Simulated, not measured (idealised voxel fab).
Process module name: voxel self aligned contacts
cross-section cut | 190 nm wide | cells 5 nm
Cross-section format: a grid of square cells, given as bands from top to bottom; each band is one or more rows of cells.
Basically the band line says how high the top is and how high the bottom is, in nm, and then what's in it from left to right, every material with its width in nm. Empty space shows up as "blank", and if a single material carries "everywhere" it runs the full band edge to edge.
Height is counted from the level 0, under which the received wafer is composed throughout of one material. The lowest of the bands is not closed at the bottom but continues downward, in the notation "0 nm and below".
Width "30..40": first value at the band's top row of cells, second value at its bottom row, equal change from row to row.
A step reported as "nothing altered" is a step in which no cell of the cross-section changed.
Voids not open to the top, 8 cells minimum: see "Voids, fully enclosed". Written width x height at distance; distance is from the left edge; nm.
It should be noted that, on the line of a given step, the content following the step's settings is a remark produced by the simulator itself with respect to that step.
Steps that use a mask can have "overlay nm" on their line. It says how far the mask sat to the right of where it was meant to be. Negative means to the left.

### Planned process steps
1: RECEIVE: material Si
2: OXIDIZE: depth nm 5
3: DIRECTIONAL_DEP: material polySi, thk nm 25
4: DIRECTIONAL_DEP: material SiN, thk nm 25
5: PATTERN: tone cover, mask id GATE, material resist, width nm 35, pitch nm 80, thk nm 20, overlay nm 0
6: DIRECTIONAL_ETCH: etch materials SiN, depth nm 25
7: DIRECTIONAL_ETCH: etch materials polySi, depth nm 25
8: STRIP: etch materials resist
9: CONFORMAL_DEP: material SiN, thk nm 10
10: DIRECTIONAL_ETCH: etch materials SiN, depth nm 10
11: FILL_DEP: material SiO2, thk nm 10
12: CMP: height nm 55
13: DIRECTIONAL_DEP: material aC, thk nm 15
14: PATTERN: tone open, mask id CONTACT, material resist, width nm 55, thk nm 35, overlay nm 0
15: DIRECTIONAL_ETCH: etch materials aC, depth nm 15
16: STRIP: etch materials resist
17: DIRECTIONAL_ETCH: etch materials SiO2, depth nm 60
18: STRIP: etch materials aC
19: CONFORMAL_DEP: material TiN, thk nm 5
20: FILL_DEP: material Ru, thk nm 5
21: CMP: height nm 55
22: CONFORMAL_DEP: material SiN, thk nm 5

### Incoming wafer, cross-sectional view, post step 1
> 0 nm and below | Si everywhere
> Voids, fully enclosed: none

### First of two wafers, end-of-module section, run followed plan
> 60 nm to 55 nm | SiN everywhere
> 55 nm to 50 nm | 65 SiO2; 20 TiN; 15 Ru; 20 TiN; 70 SiO2
> 50 nm to 25 nm | 25 SiO2; 55 SiN; 5 TiN; 15 Ru; 5 TiN; 55 SiN; 30 SiO2
> 25 nm to 0 nm | 25 SiO2; 10 SiN; 35 polySi; 10 SiN; 5 TiN; 15 Ru; 5 TiN; 10 SiN; 35 polySi; 10 SiN; 30 SiO2
> 0 nm to -5 nm | 80 SiO2; 25 TiN; 85 SiO2
> -5 nm and below | Si everywhere
> Voids, fully enclosed: none

### Cross-section of the latter of the two wafers at module completion. It had an identical start and an identical plan to the former; in running it, one mistake was made
> 60 nm to 55 nm | SiN everywhere
> 55 nm to 50 nm | 65 SiO2; 20 TiN; 15 Ru; 20 TiN; 70 SiO2
> 50 nm to 25 nm | 25 SiO2; 55 SiN; 5 TiN; 15 Ru; 5 TiN; 55 SiN; 30 SiO2
> 25 nm to 15 nm | 25 SiO2; 10 SiN; 35 polySi; 10 SiN; 5 TiN; 15 Ru; 5 TiN; 10 SiN; 35 polySi; 10 SiN; 30 SiO2
> 15 nm to 10 nm | 25 SiO2; 10 SiN; 35 polySi; 10 SiN; 25 TiN; 10 SiN; 35 polySi; 10 SiN; 30 SiO2
> 10 nm to 0 nm | 35 SiN; 35 polySi; 45 SiN; 35 polySi; 40 SiN
> 0 nm to -5 nm | SiO2 everywhere
> -5 nm and below | Si everywhere
> Voids, fully enclosed: none
what went wrong: step 10 occupied the plan position of step 9, and the converse holds as well
Bottom line after processing is that, in cells, the second wafer is up or down on some materials versus the first: -9 Ru | +32 SiN | -17 SiO2 | -6 TiN
